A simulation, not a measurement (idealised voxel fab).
The process module that follows is named voxel fin reveal.
Square cell edge 5 nm, section width 170 nm, ID cut.
This document writes a cross-section as a grid whose cells are square, and gives it as bands, listed from the top down; one or more rows of cells form a band. A band entry consists of two parts. The first gives the height of the band's top and the height of its bottom, in nm. The rest lists the band's materials from left to right, each with its width in nm. A single material labelled with the word "edge to edge" fills the band from edge to edge, and the word "blank" marks empty space. The reference from which all heights are counted is 0, the level beneath which the as-received wafer is entirely one material; the lowest band, having no lower bound, proceeds downward and is written after the example "0 down". When a width is written as two numbers, as in "30..40", the first number is the width in the top row of cells of the band and the second is the width in its bottom row, and the width changes by the same amount from each row to the next. "stayed the same" for a step: no cell of the cross-section changed in that step. Closed-off voids of 8+ cells (no open route to the top) go in "Enclosed internal voids", written width x height at distance from the left edge, in nm. The remark found on a step's line after its settings is issued by the simulator itself and pertains to that step. overlay nm: for a step with a mask, the amount by which the mask lay right of where it was planned; a negative amount means left of it.
### Listed below are the process steps as planned
1) RECEIVE, material Si
2) CONFORMAL_DEP, material SiN, thk nm 5
3) PATTERN, tone cover, mask id FINS, material resist, width nm 15, pitch nm 35, thk nm 15, overlay nm 0
4) DIRECTIONAL_ETCH, etch materials SiN, depth nm 5
5) DIRECTIONAL_ETCH, etch materials Si, depth nm 40
6) STRIP, etch materials resist
7) OXIDIZE, depth nm 5
8) FILL_DEP, material SiO2, thk nm 5
9) CMP, height nm 5
10) SELECTIVE_ETCH, etch materials SiO2, depth nm 30
11) STRIP, etch materials SiN
12) CONFORMAL_DEP, material HfO2, thk nm 5
### first wafer, as planned
### Here's what the wafer looked like in cross-section when it arrived - that's after step 1
* 0 down | Si edge to edge
* Enclosed internal voids: none
### The wafer, seen in cross-section, after step 2
* 5 to 0 | SiN edge to edge
* Whatever lies below 0 is exactly as it was before.
### The wafer, seen in cross-section, after step 3
* 20 to 5 | blank: 40 | resist: 15 | blank: 20 | resist: 15 | blank: 20 | resist: 15 | blank: 45
* Whatever lies below 5 is exactly as it was before.
### The wafer, seen in cross-section, after step 4
* 20 to 5 | blank: 40 | resist: 15 | blank: 20 | resist: 15 | blank: 20 | resist: 15 | blank: 45
* 5 to 0 | blank: 40 | SiN: 15 | blank: 20 | SiN: 15 | blank: 20 | SiN: 15 | blank: 45
* Whatever lies below 0 is exactly as it was before.
### The wafer, seen in cross-section, after step 5
* 20 to 5 | blank: 40 | resist: 15 | blank: 20 | resist: 15 | blank: 20 | resist: 15 | blank: 45
* 5 to 0 | blank: 40 | SiN: 15 | blank: 20 | SiN: 15 | blank: 20 | SiN: 15 | blank: 45
* 0 to -40 | blank: 40 | Si: 15 | blank: 20 | Si: 15 | blank: 20 | Si: 15 | blank: 45
* Whatever lies below -40 is exactly as it was before.
### The wafer, seen in cross-section, after step 6
* 5 to 0 | blank: 40 | SiN: 15 | blank: 20 | SiN: 15 | blank: 20 | SiN: 15 | blank: 45
* Whatever lies below 0 is exactly as it was before.
### The wafer, seen in cross-section, after step 7
* 5 to 0 | blank: 40 | SiN: 15 | blank: 20 | SiN: 15 | blank: 20 | SiN: 15 | blank: 45
* 0 to -40 | blank: 40 | SiO2: 5 | Si: 5 | SiO2: 5 | blank: 20 | SiO2: 5 | Si: 5 | SiO2: 5 | blank: 20 | SiO2: 5 | Si: 5 | SiO2: 5 | blank: 45
* -40 to -45 | SiO2: 45 | Si: 5 | SiO2: 30 | Si: 5 | SiO2: 30 | Si: 5 | SiO2: 50
* Whatever lies below -45 is exactly as it was before.
### The wafer, seen in cross-section, after step 8
* 10 to 5 | SiO2 edge to edge
* 5 to 0 | SiO2: 40 | SiN: 15 | SiO2: 20 | SiN: 15 | SiO2: 20 | SiN: 15 | SiO2: 45
* 0 to -45 | SiO2: 45 | Si: 5 | SiO2: 30 | Si: 5 | SiO2: 30 | Si: 5 | SiO2: 50
* Whatever lies below -45 is exactly as it was before.
### The wafer, seen in cross-section, after step 9
* 5 to 0 | SiO2: 40 | SiN: 15 | SiO2: 20 | SiN: 15 | SiO2: 20 | SiN: 15 | SiO2: 45
* Whatever lies below 0 is exactly as it was before.
### The wafer, seen in cross-section, after step 10
* 5 to 0 | blank: 40 | SiN: 15 | blank: 20 | SiN: 15 | blank: 20 | SiN: 15 | blank: 45
* 0 to -25 | blank: 45 | Si: 5 | blank: 30 | Si: 5 | blank: 30 | Si: 5 | blank: 50
* Whatever lies below -25 is exactly as it was before.
### The wafer, seen in cross-section, after step 11
* 0 to -25 | blank: 45 | Si: 5 | blank: 30 | Si: 5 | blank: 30 | Si: 5 | blank: 50
* Whatever lies below -25 is exactly as it was before.
### The wafer, seen in cross-section, after step 12
* 5 to 0 | blank: 40 | HfO2: 15 | blank: 20 | HfO2: 15 | blank: 20 | HfO2: 15 | blank: 45
* 0 to -20 | blank: 40 | HfO2: 5 | Si: 5 | HfO2: 5 | blank: 20 | HfO2: 5 | Si: 5 | HfO2: 5 | blank: 20 | HfO2: 5 | Si: 5 | HfO2: 5 | blank: 45
* -20 to -25 | HfO2: 45 | Si: 5 | HfO2: 30 | Si: 5 | HfO2: 30 | Si: 5 | HfO2: 50
* Whatever lies below -25 is exactly as it was before.
### Second of two: same start, same plan, one run error; steps up to and including 2 match the first
### Cross-sectional view of the second wafer at the intended end time of process step 3
* 20 to 5 | blank: 35 | resist: 15 | blank: 20 | resist: 15 | blank: 20 | resist: 15 | blank: 50
* Whatever lies below 5 is exactly as it was before.
### Cross-sectional view of the second wafer at the intended end time of process step 4
* 20 to 5 | blank: 35 | resist: 15 | blank: 20 | resist: 15 | blank: 20 | resist: 15 | blank: 50
* 5 to 0 | blank: 35 | SiN: 15 | blank: 20 | SiN: 15 | blank: 20 | SiN: 15 | blank: 50
* Whatever lies below 0 is exactly as it was before.
### Cross-sectional view of the second wafer at the intended end time of process step 5
* 20 to 5 | blank: 35 | resist: 15 | blank: 20 | resist: 15 | blank: 20 | resist: 15 | blank: 50
* 5 to 0 | blank: 35 | SiN: 15 | blank: 20 | SiN: 15 | blank: 20 | SiN: 15 | blank: 50
* 0 to -40 | blank: 35 | Si: 15 | blank: 20 | Si: 15 | blank: 20 | Si: 15 | blank: 50
* Whatever lies below -40 is exactly as it was before.
### Cross-sectional view of the second wafer at the intended end time of process step 6
* 5 to 0 | blank: 35 | SiN: 15 | blank: 20 | SiN: 15 | blank: 20 | SiN: 15 | blank: 50
* Whatever lies below 0 is exactly as it was before.
### Cross-sectional view of the second wafer at the intended end time of process step 7
* 5 to 0 | blank: 35 | SiN: 15 | blank: 20 | SiN: 15 | blank: 20 | SiN: 15 | blank: 50
* 0 to -40 | blank: 35 | SiO2: 5 | Si: 5 | SiO2: 5 | blank: 20 | SiO2: 5 | Si: 5 | SiO2: 5 | blank: 20 | SiO2: 5 | Si: 5 | SiO2: 5 | blank: 50
* -40 to -45 | SiO2: 40 | Si: 5 | SiO2: 30 | Si: 5 | SiO2: 30 | Si: 5 | SiO2: 55
* Whatever lies below -45 is exactly as it was before.
### Cross-sectional view of the second wafer at the intended end time of process step 8
* 10 to 5 | SiO2 edge to edge
* 5 to 0 | SiO2: 35 | SiN: 15 | SiO2: 20 | SiN: 15 | SiO2: 20 | SiN: 15 | SiO2: 50
* 0 to -45 | SiO2: 40 | Si: 5 | SiO2: 30 | Si: 5 | SiO2: 30 | Si: 5 | SiO2: 55
* Whatever lies below -45 is exactly as it was before.
### Cross-sectional view of the second wafer at the intended end time of process step 9
* 5 to 0 | SiO2: 35 | SiN: 15 | SiO2: 20 | SiN: 15 | SiO2: 20 | SiN: 15 | SiO2: 50
* Whatever lies below 0 is exactly as it was before.
### Cross-sectional view of the second wafer at the intended end time of process step 10
* 5 to 0 | blank: 35 | SiN: 15 | blank: 20 | SiN: 15 | blank: 20 | SiN: 15 | blank: 50
* 0 to -25 | blank: 40 | Si: 5 | blank: 30 | Si: 5 | blank: 30 | Si: 5 | blank: 55
* Whatever lies below -25 is exactly as it was before.
### Cross-sectional view of the second wafer at the intended end time of process step 11
* 0 to -25 | blank: 40 | Si: 5 | blank: 30 | Si: 5 | blank: 30 | Si: 5 | blank: 55
* Whatever lies below -25 is exactly as it was before.
### Cross-sectional view of the second wafer at the intended end time of process step 12
* 5 to 0 | blank: 35 | HfO2: 15 | blank: 20 | HfO2: 15 | blank: 20 | HfO2: 15 | blank: 50
* 0 to -20 | blank: 35 | HfO2: 5 | Si: 5 | HfO2: 5 | blank: 20 | HfO2: 5 | Si: 5 | HfO2: 5 | blank: 20 | HfO2: 5 | Si: 5 | HfO2: 5 | blank: 50
* -20 to -25 | HfO2: 40 | Si: 5 | HfO2: 30 | Si: 5 | HfO2: 30 | Si: 5 | HfO2: 55
* Whatever lies below -25 is exactly as it was before.
Run error: step 3 ran as: PATTERN, tone cover, mask id FINS, material resist, width nm 15, pitch nm 35, thk nm 15, overlay nm -5
Same inventory, different map: at the end, the second wafer holds as many cells of each material as the first, placed elsewhere.
